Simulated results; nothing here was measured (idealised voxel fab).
Process module in this document: voxel self aligned contacts
The figure presents cross-section cut, which has a width of 175 nm and is divided into square cells with an edge length of 5 nm.
Square cells in a grid make up a cross-section in this document, and the grid is given as bands, listed from the top down, each one or more rows of cells.
Heads up on the band format: heights come first, top then bottom, in nm. After that it's the materials left to right, each with its width in nm. A single material flagged "everywhere" fills the whole band edge to edge, and "air" means there's empty space there.
Ref level 0: as-received wafer is one material below here. Bottom band extends down with no lower bound ("0 down").
A width given as "30..40" starts at the first number in the band's top row and ends at the second number in its bottom row, shifting by an equal amount at every step from row to row.
"remained unchanged" means the step left every cell of the cross-section as it was.
If an empty space has no open way to the top and is at least 8 cells in size, "Enclosed void catalog" lists it, written width x height at distance, where distance is measured from the left edge and every value is in nm.
Note: text after step settings on the step line = simulator remark on that step.
Regarding "overlay nm": on a step with a mask, it is the distance the mask lay to the right of its planned place; a negative value places it to the left.
## The steps planned for the process are as follows
- 1: RECEIVE (material Si)
- 2: OXIDIZE (depth nm 5)
- 3: DIRECTIONAL_DEP (material polySi; thk nm 25)
- 4: DIRECTIONAL_DEP (material SiN; thk nm 20)
- 5: MASKED_ETCH (tone cover; mask id GATE; width nm 25; pitch nm 65; etch materials SiN; depth nm 20; overlay nm 0)
- 6: MASKED_ETCH (tone cover; mask id GATE; width nm 25; pitch nm 65; etch materials polySi; depth nm 25; overlay nm 0)
- 7: CONFORMAL_DEP (material SiN; thk nm 10)
- 8: DIRECTIONAL_ETCH (etch materials SiN; depth nm 10)
- 9: FILL_DEP (material SiO2; thk nm 10)
- 10: CMP (height nm 50)
- 11: PATTERN (tone open; mask id CONTACT; material resist; width nm 50; thk nm 15; overlay nm 0)
- 12: DIRECTIONAL_ETCH (etch materials SiO2; depth nm 55)
- 13: STRIP (etch materials resist)
- 14: CONFORMAL_DEP (material TiN; thk nm 5)
- 15: FILL_DEP (material W; thk nm 10)
- 16: CMP (height nm 50)
- 17: CONFORMAL_DEP (material SiCN; thk nm 5)
## First of two wafers - as planned
## The cross-section here shows the wafer as received, i.e. in its state after step 1
0 down = Si everywhere
Enclosed void catalog: none
## The following cross-section depicts the wafer upon completion of step 2
0 to -5 = SiO2 everywhere
At heights below -5, the structure remains unaltered.
## The following cross-section depicts the wafer upon completion of step 3
25 to 0 = polySi everywhere
At heights below 0, the structure remains unaltered.
## The following cross-section depicts the wafer upon completion of step 4
45 to 25 = SiN everywhere
At heights below 25, the structure remains unaltered.
## The following cross-section depicts the wafer upon completion of step 5
45 to 25 = air: 40, then SiN: 25, then air: 40, then SiN: 25, then air: 45
At heights below 25, the structure remains unaltered.
## The following cross-section depicts the wafer upon completion of step 6
45 to 25 = air: 40, then SiN: 25, then air: 40, then SiN: 25, then air: 45
25 to 0 = air: 40, then polySi: 25, then air: 40, then polySi: 25, then air: 45
At heights below 0, the structure remains unaltered.
## The following cross-section depicts the wafer upon completion of step 7
55 to 25 = air: 30, then SiN: 45, then air: 20, then SiN: 45, then air: 35
25 to 10 = air: 30, then SiN: 10, then polySi: 25, then SiN: 10, then air: 20, then SiN: 10, then polySi: 25, then SiN: 10, then air: 35
10 to 0 = SiN: 40, then polySi: 25, then SiN: 40, then polySi: 25, then SiN: 45
At heights below 0, the structure remains unaltered.
## The following cross-section depicts the wafer upon completion of step 8
45 to 25 = air: 30, then SiN: 45, then air: 20, then SiN: 45, then air: 35
25 to 0 = air: 30, then SiN: 10, then polySi: 25, then SiN: 10, then air: 20, then SiN: 10, then polySi: 25, then SiN: 10, then air: 35
At heights below 0, the structure remains unaltered.
## The following cross-section depicts the wafer upon completion of step 9
55 to 45 = SiO2 everywhere
45 to 25 = SiO2: 30, then SiN: 45, then SiO2: 20, then SiN: 45, then SiO2: 35
25 to 0 = SiO2: 30, then SiN: 10, then polySi: 25, then SiN: 10, then SiO2: 20, then SiN: 10, then polySi: 25, then SiN: 10, then SiO2: 35
At heights below 0, the structure remains unaltered.
## The following cross-section depicts the wafer upon completion of step 10
50 to 45 = SiO2 everywhere
At heights below 45, the structure remains unaltered.
## The following cross-section depicts the wafer upon completion of step 11
65 to 50 = resist: 60, then air: 50, then resist: 65
At heights below 50, the structure remains unaltered.
## The following cross-section depicts the wafer upon completion of step 12
65 to 50 = resist: 60, then air: 50, then resist: 65
50 to 45 = SiO2: 60, then air: 50, then SiO2: 65
45 to 25 = SiO2: 30, then SiN: 45, then air: 20, then SiN: 45, then SiO2: 35
25 to 0 = SiO2: 30, then SiN: 10, then polySi: 25, then SiN: 10, then air: 20, then SiN: 10, then polySi: 25, then SiN: 10, then SiO2: 35
0 to -5 = SiO2: 75, then air: 20, then SiO2: 80
At heights below -5, the structure remains unaltered.
## The following cross-section depicts the wafer upon completion of step 13
50 to 45 = SiO2: 60, then air: 50, then SiO2: 65
At heights below 45, the structure remains unaltered.
## The following cross-section depicts the wafer upon completion of step 14
55 to 50 = TiN: 65, then air: 40, then TiN: 70
50 to 45 = SiO2: 60, then TiN: 20, then air: 10, then TiN: 20, then SiO2: 65
45 to 25 = SiO2: 30, then SiN: 45, then TiN: 5, then air: 10, then TiN: 5, then SiN: 45, then SiO2: 35
25 to 0 = SiO2: 30, then SiN: 10, then polySi: 25, then SiN: 10, then TiN: 5, then air: 10, then TiN: 5, then SiN: 10, then polySi: 25, then SiN: 10, then SiO2: 35
0 to -5 = SiO2: 75, then TiN: 20, then SiO2: 80
At heights below -5, the structure remains unaltered.
## The following cross-section depicts the wafer upon completion of step 15
65 to 55 = W everywhere
55 to 50 = TiN: 65, then W: 40, then TiN: 70
50 to 45 = SiO2: 60, then TiN: 20, then W: 10, then TiN: 20, then SiO2: 65
45 to 25 = SiO2: 30, then SiN: 45, then TiN: 5, then W: 10, then TiN: 5, then SiN: 45, then SiO2: 35
25 to 0 = SiO2: 30, then SiN: 10, then polySi: 25, then SiN: 10, then TiN: 5, then W: 10, then TiN: 5, then SiN: 10, then polySi: 25, then SiN: 10, then SiO2: 35
At heights below 0, the structure remains unaltered.
## The following cross-section depicts the wafer upon completion of step 16
50 to 45 = SiO2: 60, then TiN: 20, then W: 10, then TiN: 20, then SiO2: 65
At heights below 45, the structure remains unaltered.
## The following cross-section depicts the wafer upon completion of step 17
55 to 50 = SiCN everywhere
At heights below 50, the structure remains unaltered.
## Wafer two: like wafer one in start and plan, but with one mistake in execution; identical up to and including step 10
## Look at the second wafer in cross-section at the time step 11 ought to have finished
65 to 50 = resist: 65, then air: 45, then resist: 65
At heights below 50, the structure remains unaltered.
## Look at the second wafer in cross-section at the time step 12 ought to have finished
65 to 50 = resist: 65, then air: 45, then resist: 65
50 to 45 = SiO2: 65, then air: 45, then SiO2: 65
45 to 25 = SiO2: 30, then SiN: 45, then air: 20, then SiN: 45, then SiO2: 35
25 to 0 = SiO2: 30, then SiN: 10, then polySi: 25, then SiN: 10, then air: 20, then SiN: 10, then polySi: 25, then SiN: 10, then SiO2: 35
0 to -5 = SiO2: 75, then air: 20, then SiO2: 80
At heights below -5, the structure remains unaltered.
## Look at the second wafer in cross-section at the time step 13 ought to have finished
50 to 45 = SiO2: 65, then air: 45, then SiO2: 65
At heights below 45, the structure remains unaltered.
## Look at the second wafer in cross-section at the time step 14 ought to have finished
55 to 50 = TiN: 70, then air: 35, then TiN: 70
50 to 45 = SiO2: 65, then TiN: 15, then air: 10, then TiN: 20, then SiO2: 65
45 to 25 = SiO2: 30, then SiN: 45, then TiN: 5, then air: 10, then TiN: 5, then SiN: 45, then SiO2: 35
25 to 0 = SiO2: 30, then SiN: 10, then polySi: 25, then SiN: 10, then TiN: 5, then air: 10, then TiN: 5, then SiN: 10, then polySi: 25, then SiN: 10, then SiO2: 35
0 to -5 = SiO2: 75, then TiN: 20, then SiO2: 80
At heights below -5, the structure remains unaltered.
## Look at the second wafer in cross-section at the time step 15 ought to have finished
65 to 55 = W everywhere
55 to 50 = TiN: 70, then W: 35, then TiN: 70
50 to 45 = SiO2: 65, then TiN: 15, then W: 10, then TiN: 20, then SiO2: 65
45 to 25 = SiO2: 30, then SiN: 45, then TiN: 5, then W: 10, then TiN: 5, then SiN: 45, then SiO2: 35
25 to 0 = SiO2: 30, then SiN: 10, then polySi: 25, then SiN: 10, then TiN: 5, then W: 10, then TiN: 5, then SiN: 10, then polySi: 25, then SiN: 10, then SiO2: 35
At heights below 0, the structure remains unaltered.
## Look at the second wafer in cross-section at the time step 16 ought to have finished
50 to 45 = SiO2: 65, then TiN: 15, then W: 10, then TiN: 20, then SiO2: 65
At heights below 45, the structure remains unaltered.
## Look at the second wafer in cross-section at the time step 17 ought to have finished
55 to 50 = SiCN everywhere
At heights below 50, the structure remains unaltered.
Heads up, the wafer didn't run the way we planned it: planned and actual differ for step 11; actual: PATTERN (tone open; mask id CONTACT; material resist; width nm 45; thk nm 15; overlay nm 0)
In the final state, the cell counts of the second wafer exceed or fall short of those of the first for the following materials: SiO2 +1 | TiN -1
